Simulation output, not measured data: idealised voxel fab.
process module | voxel transistor to metal
cross-section cut | 205 nm wide | cells 5 nm
A cross-section is a grid of square cells, given in bands from the top down. A band is one or more rows of cells.
Each band's line starts with the height of the band's top and of its bottom, in nm. Then come its materials from left to right, each with its width in nm. One material with "throughout" fills the band from edge to edge. "air" is empty space.
Height 0 is the level under which the wafer as received is all one material. The lowest band goes on downwards, as in "0 down".
A width such as "30 to 40" changes by the same amount from each row of cells to the next, from the band's top row to its bottom row.
"no change" after a step means that no cell of the cross-section changed.
closed voids: empty space of 8 cells or more with no open way to the top, each as width x height at its distance from the left edge, in nm
after a step's settings: what the simulator itself notes on the step
overlay nm, on a step with a mask: how far to the right of its planned place the mask lay; to the left if negative
plan
1 op RECEIVE | material Si
2 op CONFORMAL_DEP | material SiO2 | thk nm 5
3 op CONFORMAL_DEP | material SiN | thk nm 15
4 op MASKED_ETCH | tone cover | mask id ACTIVE | width nm 105 | etch materials SiN | depth nm 15 | overlay nm 0
5 op MASKED_ETCH | tone cover | mask id ACTIVE | width nm 105 | etch materials SiO2 | depth nm 5 | overlay nm 0
6 op MASKED_ETCH | tone cover | mask id ACTIVE | width nm 105 | etch materials Si | depth nm 35 | overlay nm 0
7 op FILL_DEP | material SiO2 | thk nm 15
8 op CMP | height nm 20
9 op SELECTIVE_ETCH | etch materials SiO2 | depth nm 5
10 op STRIP | etch materials SiN
11 op SELECTIVE_ETCH | etch materials SiO2 | depth nm 5
12 op OXIDIZE | depth nm 5
13 op DIRECTIONAL_DEP | material polySi | thk nm 20
14 op DIRECTIONAL_DEP | material SiCN | thk nm 15
15 op DIRECTIONAL_DEP | material aC | thk nm 10
16 op PATTERN | tone cover | mask id GATE | material resist | width nm 15 | thk nm 30 | overlay nm 0
17 op DIRECTIONAL_ETCH | etch materials aC | depth nm 10
18 op STRIP | etch materials resist
19 op DIRECTIONAL_ETCH | etch materials SiCN | depth nm 25
20 op DIRECTIONAL_ETCH | etch materials polySi | depth nm 30
21 op STRIP | etch materials aC
22 op CONFORMAL_DEP | material SiO2 | thk nm 5
23 op DIRECTIONAL_ETCH | etch materials SiO2 | depth nm 5
24 op CONFORMAL_DEP | material SiN | thk nm 5
25 op DIRECTIONAL_ETCH | etch materials SiN | depth nm 5
26 op DIRECTIONAL_ETCH | etch materials SiO2 | depth nm 5
27 op DIRECTIONAL_ETCH | etch materials Si | depth nm 15
28 op EPI | material nSi | thk nm 15
29 op FILL_DEP | material SiO2 | thk nm 5
30 op CMP | height nm 35
31 op DIRECTIONAL_DEP | material SiO2 | thk nm 15
32 op DIRECTIONAL_DEP | material aC | thk nm 15
33 op PATTERN | tone open | mask id CONTACT | material resist | width nm 35 | pitch nm 60 | thk nm 30 | overlay nm 0
34 op DIRECTIONAL_ETCH | etch materials aC | depth nm 15
35 op STRIP | etch materials resist
36 op DIRECTIONAL_ETCH | etch materials SiO2 | depth nm 40
37 op STRIP | etch materials aC
38 op CONFORMAL_DEP | material TiN | thk nm 5
39 op FILL_DEP | material Ru | thk nm 10
40 op CMP | height nm 50
41 op DIRECTIONAL_DEP | material TiN | thk nm 5
42 op DIRECTIONAL_DEP | material W | thk nm 15
43 op PATTERN | tone cover | mask id METAL_1 | material resist | width nm 20 | pitch nm 75 | thk nm 15 | overlay nm 0
44 op DIRECTIONAL_ETCH | etch materials W | depth nm 15
45 op DIRECTIONAL_ETCH | etch materials TiN | depth nm 5
46 op STRIP | etch materials resist
47 op FILL_DEP | material lowk | thk nm 5
48 op CMP | height nm 70
49 op CONFORMAL_DEP | material SiN | thk nm 5
first wafer, as planned
as received, after step 1
  0 down: Si throughout
  closed voids: none
after step 2
  5 to 0: SiO2 throughout
  below 0: unchanged
after step 3
  20 to 5: SiN throughout
  below 5: unchanged
after step 4
  20 to 5: air 50 | SiN 105 | air 50
  below 5: unchanged
after step 5
  20 to 5: air 50 | SiN 105 | air 50
  5 to 0: air 50 | SiO2 105 | air 50
  below 0: unchanged
after step 6
  20 to 5: air 50 | SiN 105 | air 50
  5 to 0: air 50 | SiO2 105 | air 50
  0 to -35: air 50 | Si 105 | air 50
  below -35: unchanged
after step 7
  35 to 20: SiO2 throughout
  20 to 5: SiO2 50 | SiN 105 | SiO2 50
  5 to 0: SiO2 throughout
  0 to -35: SiO2 50 | Si 105 | SiO2 50
  below -35: unchanged
after step 8
  20 to 5: SiO2 50 | SiN 105 | SiO2 50
  below 5: unchanged
after step 9
  20 to 15: air 50 | SiN 105 | air 50
  below 15: unchanged
after step 10
  15 to 5: SiO2 50 | air 105 | SiO2 50
  below 5: unchanged
after step 11
  10 to 0: SiO2 45 | air 115 | SiO2 45
  below 0: unchanged
after step 12
  10 to 0: SiO2 45 | air 115 | SiO2 45
  0 to -5: SiO2 throughout
  below -5: unchanged
after step 13
  30 to 20: polySi 45 | air 115 | polySi 45
  20 to 10: polySi throughout
  10 to 0: SiO2 45 | polySi 115 | SiO2 45
  below 0: unchanged
after step 14
  45 to 35: SiCN 45 | air 115 | SiCN 45
  35 to 30: SiCN throughout
  30 to 20: polySi 45 | SiCN 115 | polySi 45
  below 20: unchanged
after step 15
  55 to 45: aC 45 | air 115 | aC 45
  45 to 35: SiCN 45 | aC 115 | SiCN 45
  below 35: unchanged
after step 16
  85 to 55: air 95 | resist 15 | air 95
  55 to 45: aC 45 | air 50 | resist 15 | air 50 | aC 45
  below 45: unchanged
after step 17
  75 to 45: air 95 | resist 15 | air 95
  45 to 35: SiCN 45 | air 50 | aC 15 | air 50 | SiCN 45
  below 35: unchanged
after step 18
  45 to 35: SiCN 45 | air 50 | aC 15 | air 50 | SiCN 45
  below 35: unchanged
after step 19
  45 to 35: air 95 | aC 15 | air 95
  35 to 30: air 95 | SiCN 15 | air 95
  30 to 20: polySi 45 | air 50 | SiCN 15 | air 50 | polySi 45
  below 20: unchanged
after step 20
  45 to 35: air 95 | aC 15 | air 95
  35 to 20: air 95 | SiCN 15 | air 95
  20 to 10: air 95 | polySi 15 | air 95
  10 to 0: SiO2 45 | air 50 | polySi 15 | air 50 | SiO2 45
  below 0: unchanged
after step 21
  35 to 20: air 95 | SiCN 15 | air 95
  below 20: unchanged
after step 22
  40 to 35: air 90 | SiO2 25 | air 90
  35 to 20: air 90 | SiO2 5 | SiCN 15 | SiO2 5 | air 90
  20 to 15: air 90 | SiO2 5 | polySi 15 | SiO2 5 | air 90
  15 to 5: SiO2 50 | air 40 | SiO2 5 | polySi 15 | SiO2 5 | air 40 | SiO2 50
  5 to 0: SiO2 95 | polySi 15 | SiO2 95
  below 0: unchanged
after step 23
  35 to 20: air 90 | SiO2 5 | SiCN 15 | SiO2 5 | air 90
  20 to 10: air 90 | SiO2 5 | polySi 15 | SiO2 5 | air 90
  10 to 0: SiO2 50 | air 40 | SiO2 5 | polySi 15 | SiO2 5 | air 40 | SiO2 50
  below 0: unchanged
after step 24
  40 to 35: air 85 | SiN 35 | air 85
  35 to 20: air 85 | SiN 5 | SiO2 5 | SiCN 15 | SiO2 5 | SiN 5 | air 85
  20 to 15: air 85 | SiN 5 | SiO2 5 | polySi 15 | SiO2 5 | SiN 5 | air 85
  15 to 10: SiN 55 | air 30 | SiN 5 | SiO2 5 | polySi 15 | SiO2 5 | SiN 5 | air 30 | SiN 55
  10 to 5: SiO2 50 | SiN 5 | air 30 | SiN 5 | SiO2 5 | polySi 15 | SiO2 5 | SiN 5 | air 30 | SiN 5 | SiO2 50
  5 to 0: SiO2 50 | SiN 40 | SiO2 5 | polySi 15 | SiO2 5 | SiN 40 | SiO2 50
  below 0: unchanged
after step 25
  35 to 20: air 85 | SiN 5 | SiO2 5 | SiCN 15 | SiO2 5 | SiN 5 | air 85
  20 to 10: air 85 | SiN 5 | SiO2 5 | polySi 15 | SiO2 5 | SiN 5 | air 85
  10 to 0: SiO2 50 | SiN 5 | air 30 | SiN 5 | SiO2 5 | polySi 15 | SiO2 5 | SiN 5 | air 30 | SiN 5 | SiO2 50
  below 0: unchanged
after step 26
  35 to 30: air 85 | SiN 5 | air 5 | SiCN 15 | air 5 | SiN 5 | air 85
  30 to 20: air 85 | SiN 5 | SiO2 5 | SiCN 15 | SiO2 5 | SiN 5 | air 85
  20 to 10: air 85 | SiN 5 | SiO2 5 | polySi 15 | SiO2 5 | SiN 5 | air 85
  10 to 5: air 50 | SiN 5 | air 30 | SiN 5 | SiO2 5 | polySi 15 | SiO2 5 | SiN 5 | air 30 | SiN 5 | air 50
  5 to 0: SiO2 50 | SiN 5 | air 30 | SiN 5 | SiO2 5 | polySi 15 | SiO2 5 | SiN 5 | air 30 | SiN 5 | SiO2 50
  0 to -5: SiO2 55 | air 30 | SiO2 35 | air 30 | SiO2 55
  below -5: unchanged
after step 27
  35 to 30: air 85 | SiN 5 | air 5 | SiCN 15 | air 5 | SiN 5 | air 85
  30 to 20: air 85 | SiN 5 | SiO2 5 | SiCN 15 | SiO2 5 | SiN 5 | air 85
  20 to 10: air 85 | SiN 5 | SiO2 5 | polySi 15 | SiO2 5 | SiN 5 | air 85
  10 to 5: air 50 | SiN 5 | air 30 | SiN 5 | SiO2 5 | polySi 15 | SiO2 5 | SiN 5 | air 30 | SiN 5 | air 50
  5 to 0: SiO2 50 | SiN 5 | air 30 | SiN 5 | SiO2 5 | polySi 15 | SiO2 5 | SiN 5 | air 30 | SiN 5 | SiO2 50
  0 to -5: SiO2 55 | air 30 | SiO2 35 | air 30 | SiO2 55
  -5 to -20: SiO2 50 | Si 5 | air 30 | Si 35 | air 30 | Si 5 | SiO2 50
  below -20: unchanged
after step 28
  35 to 30: air 85 | SiN 5 | air 5 | SiCN 15 | air 5 | SiN 5 | air 85
  30 to 20: air 85 | SiN 5 | SiO2 5 | SiCN 15 | SiO2 5 | SiN 5 | air 85
  20 to 10: air 85 | SiN 5 | SiO2 5 | polySi 15 | SiO2 5 | SiN 5 | air 85
  10 to 5: air 50 | SiN 5 | nSi 30 | SiN 5 | SiO2 5 | polySi 15 | SiO2 5 | SiN 5 | nSi 30 | SiN 5 | air 50
  5 to 0: SiO2 50 | SiN 5 | nSi 30 | SiN 5 | SiO2 5 | polySi 15 | SiO2 5 | SiN 5 | nSi 30 | SiN 5 | SiO2 50
  0 to -5: SiO2 55 | nSi 30 | SiO2 35 | nSi 30 | SiO2 55
  -5 to -20: SiO2 50 | Si 5 | nSi 30 | Si 35 | nSi 30 | Si 5 | SiO2 50
  below -20: unchanged
after step 29
  40 to 35: SiO2 throughout
  35 to 20: SiO2 85 | SiN 5 | SiO2 5 | SiCN 15 | SiO2 5 | SiN 5 | SiO2 85
  20 to 10: SiO2 85 | SiN 5 | SiO2 5 | polySi 15 | SiO2 5 | SiN 5 | SiO2 85
  10 to 0: SiO2 50 | SiN 5 | nSi 30 | SiN 5 | SiO2 5 | polySi 15 | SiO2 5 | SiN 5 | nSi 30 | SiN 5 | SiO2 50
  below 0: unchanged
after step 30
  35 to 20: SiO2 85 | SiN 5 | SiO2 5 | SiCN 15 | SiO2 5 | SiN 5 | SiO2 85
  below 20: unchanged
after step 31
  50 to 35: SiO2 throughout
  below 35: unchanged
after step 32
  65 to 50: aC throughout
  below 50: unchanged
after step 33
  95 to 65: resist 55 | air 35 | resist 25 | air 35 | resist 55
  below 65: unchanged
after step 34
  80 to 65: resist 55 | air 35 | resist 25 | air 35 | resist 55
  65 to 50: aC 55 | air 35 | aC 25 | air 35 | aC 55
  below 50: unchanged
after step 35
  65 to 50: aC 55 | air 35 | aC 25 | air 35 | aC 55
  below 50: unchanged
after step 36
  65 to 50: aC 55 | air 35 | aC 25 | air 35 | aC 55
  50 to 35: SiO2 55 | air 35 | SiO2 25 | air 35 | SiO2 55
  35 to 20: SiO2 55 | air 30 | SiN 5 | SiO2 5 | SiCN 15 | SiO2 5 | SiN 5 | air 30 | SiO2 55
  20 to 10: SiO2 55 | air 30 | SiN 5 | SiO2 5 | polySi 15 | SiO2 5 | SiN 5 | air 30 | SiO2 55
  below 10: unchanged
after step 37
  50 to 35: SiO2 55 | air 35 | SiO2 25 | air 35 | SiO2 55
  below 35: unchanged
after step 38
  55 to 50: TiN 60 | air 25 | TiN 35 | air 25 | TiN 60
  50 to 40: SiO2 55 | TiN 5 | air 25 | TiN 5 | SiO2 25 | TiN 5 | air 25 | TiN 5 | SiO2 55
  40 to 35: SiO2 55 | TiN 5 | air 20 | TiN 10 | SiO2 25 | TiN 10 | air 20 | TiN 5 | SiO2 55
  35 to 20: SiO2 55 | TiN 5 | air 20 | TiN 5 | SiN 5 | SiO2 5 | SiCN 15 | SiO2 5 | SiN 5 | TiN 5 | air 20 | TiN 5 | SiO2 55
  20 to 15: SiO2 55 | TiN 5 | air 20 | TiN 5 | SiN 5 | SiO2 5 | polySi 15 | SiO2 5 | SiN 5 | TiN 5 | air 20 | TiN 5 | SiO2 55
  15 to 10: SiO2 55 | TiN 30 | SiN 5 | SiO2 5 | polySi 15 | SiO2 5 | SiN 5 | TiN 30 | SiO2 55
  below 10: unchanged
after step 39
  65 to 55: Ru throughout
  55 to 50: TiN 60 | Ru 25 | TiN 35 | Ru 25 | TiN 60
  50 to 40: SiO2 55 | TiN 5 | Ru 25 | TiN 5 | SiO2 25 | TiN 5 | Ru 25 | TiN 5 | SiO2 55
  40 to 35: SiO2 55 | TiN 5 | Ru 20 | TiN 10 | SiO2 25 | TiN 10 | Ru 20 | TiN 5 | SiO2 55
  35 to 20: SiO2 55 | TiN 5 | Ru 20 | TiN 5 | SiN 5 | SiO2 5 | SiCN 15 | SiO2 5 | SiN 5 | TiN 5 | Ru 20 | TiN 5 | SiO2 55
  20 to 15: SiO2 55 | TiN 5 | Ru 20 | TiN 5 | SiN 5 | SiO2 5 | polySi 15 | SiO2 5 | SiN 5 | TiN 5 | Ru 20 | TiN 5 | SiO2 55
  below 15: unchanged
after step 40
  50 to 40: SiO2 55 | TiN 5 | Ru 25 | TiN 5 | SiO2 25 | TiN 5 | Ru 25 | TiN 5 | SiO2 55
  below 40: unchanged
after step 41
  55 to 50: TiN throughout
  below 50: unchanged
after step 42
  70 to 55: W throughout
  below 55: unchanged
after step 43
  85 to 70: air 55 | resist 20 | air 55 | resist 20 | air 55
  below 70: unchanged
after step 44
  85 to 70: air 55 | resist 20 | air 55 | resist 20 | air 55
  70 to 55: air 55 | W 20 | air 55 | W 20 | air 55
  below 55: unchanged
after step 45
  85 to 70: air 55 | resist 20 | air 55 | resist 20 | air 55
  70 to 55: air 55 | W 20 | air 55 | W 20 | air 55
  55 to 50: air 55 | TiN 20 | air 55 | TiN 20 | air 55
  below 50: unchanged
after step 46
  70 to 55: air 55 | W 20 | air 55 | W 20 | air 55
  below 55: unchanged
after step 47
  75 to 70: lowk throughout
  70 to 55: lowk 55 | W 20 | lowk 55 | W 20 | lowk 55
  55 to 50: lowk 55 | TiN 20 | lowk 55 | TiN 20 | lowk 55
  below 50: unchanged
after step 48
  70 to 55: lowk 55 | W 20 | lowk 55 | W 20 | lowk 55
  below 55: unchanged
after step 49
  75 to 70: SiN throughout
  below 70: unchanged
second wafer: like start, like plan, one mistake. Through step 26 it matches the first wafer
when step 27 should have ended
  35 to 30: air 95 | SiCN 15 | air 95
  30 to 20: air 90 | SiO2 5 | SiCN 15 | SiO2 5 | air 90
  20 to 5: air 85 | SiN 5 | SiO2 5 | polySi 15 | SiO2 5 | SiN 5 | air 85
  5 to 0: SiO2 50 | air 35 | SiN 5 | SiO2 5 | polySi 15 | SiO2 5 | SiN 5 | air 35 | SiO2 50
  below 0: unchanged
when step 28 should have ended
  35 to 30: air 95 | SiCN 15 | air 95
  30 to 20: air 90 | SiO2 5 | SiCN 15 | SiO2 5 | air 90
  20 to 10: air 85 | SiN 5 | SiO2 5 | polySi 15 | SiO2 5 | SiN 5 | air 85
  10 to 5: air 45 | nSi 40 | SiN 5 | SiO2 5 | polySi 15 | SiO2 5 | SiN 5 | nSi 40 | air 45
  5 to 0: SiO2 50 | nSi 35 | SiN 5 | SiO2 5 | polySi 15 | SiO2 5 | SiN 5 | nSi 35 | SiO2 50
  0 to -5: SiO2 55 | nSi 30 | SiO2 35 | nSi 30 | SiO2 55
  below -5: unchanged
when step 29 should have ended
  40 to 35: SiO2 throughout
  35 to 20: SiO2 95 | SiCN 15 | SiO2 95
  20 to 10: SiO2 85 | SiN 5 | SiO2 5 | polySi 15 | SiO2 5 | SiN 5 | SiO2 85
  10 to 0: SiO2 45 to 50 | nSi 40 to 35 | SiN 5 | SiO2 5 | polySi 15 | SiO2 5 | SiN 5 | nSi 40 to 35 | SiO2 45 to 50
  below 0: unchanged
when step 30 should have ended
  35 to 20: SiO2 95 | SiCN 15 | SiO2 95
  below 20: unchanged
when step 31 should have ended
  50 to 35: SiO2 throughout
  below 35: unchanged
when step 32 should have ended
  65 to 50: aC throughout
  below 50: unchanged
when step 33 should have ended
  95 to 65: resist 55 | air 35 | resist 25 | air 35 | resist 55
  below 65: unchanged
when step 34 should have ended
  80 to 65: resist 55 | air 35 | resist 25 | air 35 | resist 55
  65 to 50: aC 55 | air 35 | aC 25 | air 35 | aC 55
  below 50: unchanged
when step 35 should have ended
  65 to 50: aC 55 | air 35 | aC 25 | air 35 | aC 55
  below 50: unchanged
when step 36 should have ended
  65 to 50: aC 55 | air 35 | aC 25 | air 35 | aC 55
  50 to 35: SiO2 55 | air 35 | SiO2 25 | air 35 | SiO2 55
  35 to 20: SiO2 55 | air 35 | SiO2 5 | SiCN 15 | SiO2 5 | air 35 | SiO2 55
  20 to 10: SiO2 55 | air 30 | SiN 5 | SiO2 5 | polySi 15 | SiO2 5 | SiN 5 | air 30 | SiO2 55
  below 10: unchanged
when step 37 should have ended
  50 to 35: SiO2 55 | air 35 | SiO2 25 | air 35 | SiO2 55
  below 35: unchanged
when step 38 should have ended
  55 to 50: TiN 60 | air 25 | TiN 35 | air 25 | TiN 60
  50 to 35: SiO2 55 | TiN 5 | air 25 | TiN 5 | SiO2 25 | TiN 5 | air 25 | TiN 5 | SiO2 55
  35 to 25: SiO2 55 | TiN 5 | air 25 | TiN 5 | SiO2 5 | SiCN 15 | SiO2 5 | TiN 5 | air 25 | TiN 5 | SiO2 55
  25 to 20: SiO2 55 | TiN 5 | air 20 | TiN 10 | SiO2 5 | SiCN 15 | SiO2 5 | TiN 10 | air 20 | TiN 5 | SiO2 55
  20 to 15: SiO2 55 | TiN 5 | air 20 | TiN 5 | SiN 5 | SiO2 5 | polySi 15 | SiO2 5 | SiN 5 | TiN 5 | air 20 | TiN 5 | SiO2 55
  15 to 10: SiO2 55 | TiN 30 | SiN 5 | SiO2 5 | polySi 15 | SiO2 5 | SiN 5 | TiN 30 | SiO2 55
  below 10: unchanged
when step 39 should have ended
  65 to 55: Ru throughout
  55 to 50: TiN 60 | Ru 25 | TiN 35 | Ru 25 | TiN 60
  50 to 35: SiO2 55 | TiN 5 | Ru 25 | TiN 5 | SiO2 25 | TiN 5 | Ru 25 | TiN 5 | SiO2 55
  35 to 25: SiO2 55 | TiN 5 | Ru 25 | TiN 5 | SiO2 5 | SiCN 15 | SiO2 5 | TiN 5 | Ru 25 | TiN 5 | SiO2 55
  25 to 20: SiO2 55 | TiN 5 | Ru 20 | TiN 10 | SiO2 5 | SiCN 15 | SiO2 5 | TiN 10 | Ru 20 | TiN 5 | SiO2 55
  20 to 15: SiO2 55 | TiN 5 | Ru 20 | TiN 5 | SiN 5 | SiO2 5 | polySi 15 | SiO2 5 | SiN 5 | TiN 5 | Ru 20 | TiN 5 | SiO2 55
  below 15: unchanged
when step 40 should have ended
  50 to 35: SiO2 55 | TiN 5 | Ru 25 | TiN 5 | SiO2 25 | TiN 5 | Ru 25 | TiN 5 | SiO2 55
  below 35: unchanged
when step 41 should have ended
  55 to 50: TiN throughout
  below 50: unchanged
when step 42 should have ended
  70 to 55: W throughout
  below 55: unchanged
when step 43 should have ended
  85 to 70: air 55 | resist 20 | air 55 | resist 20 | air 55
  below 70: unchanged
when step 44 should have ended
  85 to 70: air 55 | resist 20 | air 55 | resist 20 | air 55
  70 to 55: air 55 | W 20 | air 55 | W 20 | air 55
  below 55: unchanged
when step 45 should have ended
  85 to 70: air 55 | resist 20 | air 55 | resist 20 | air 55
  70 to 55: air 55 | W 20 | air 55 | W 20 | air 55
  55 to 50: air 55 | TiN 20 | air 55 | TiN 20 | air 55
  below 50: unchanged
when step 46 should have ended
  70 to 55: air 55 | W 20 | air 55 | W 20 | air 55
  below 55: unchanged
when step 47 should have ended
  75 to 70: lowk throughout
  70 to 55: lowk 55 | W 20 | lowk 55 | W 20 | lowk 55
  55 to 50: lowk 55 | TiN 20 | lowk 55 | TiN 20 | lowk 55
  below 50: unchanged
when step 48 should have ended
  70 to 55: lowk 55 | W 20 | lowk 55 | W 20 | lowk 55
  below 55: unchanged
when step 49 should have ended
  75 to 70: SiN throughout
  below 70: unchanged
what went wrong: step 27 ran as: op DIRECTIONAL_ETCH | etch materials SiN | depth nm 15
at the end the second wafer has, in cells: 6 more of Ru | 36 more of Si | 10 fewer of SiN | 2 fewer of SiO2 | 30 fewer of nSi
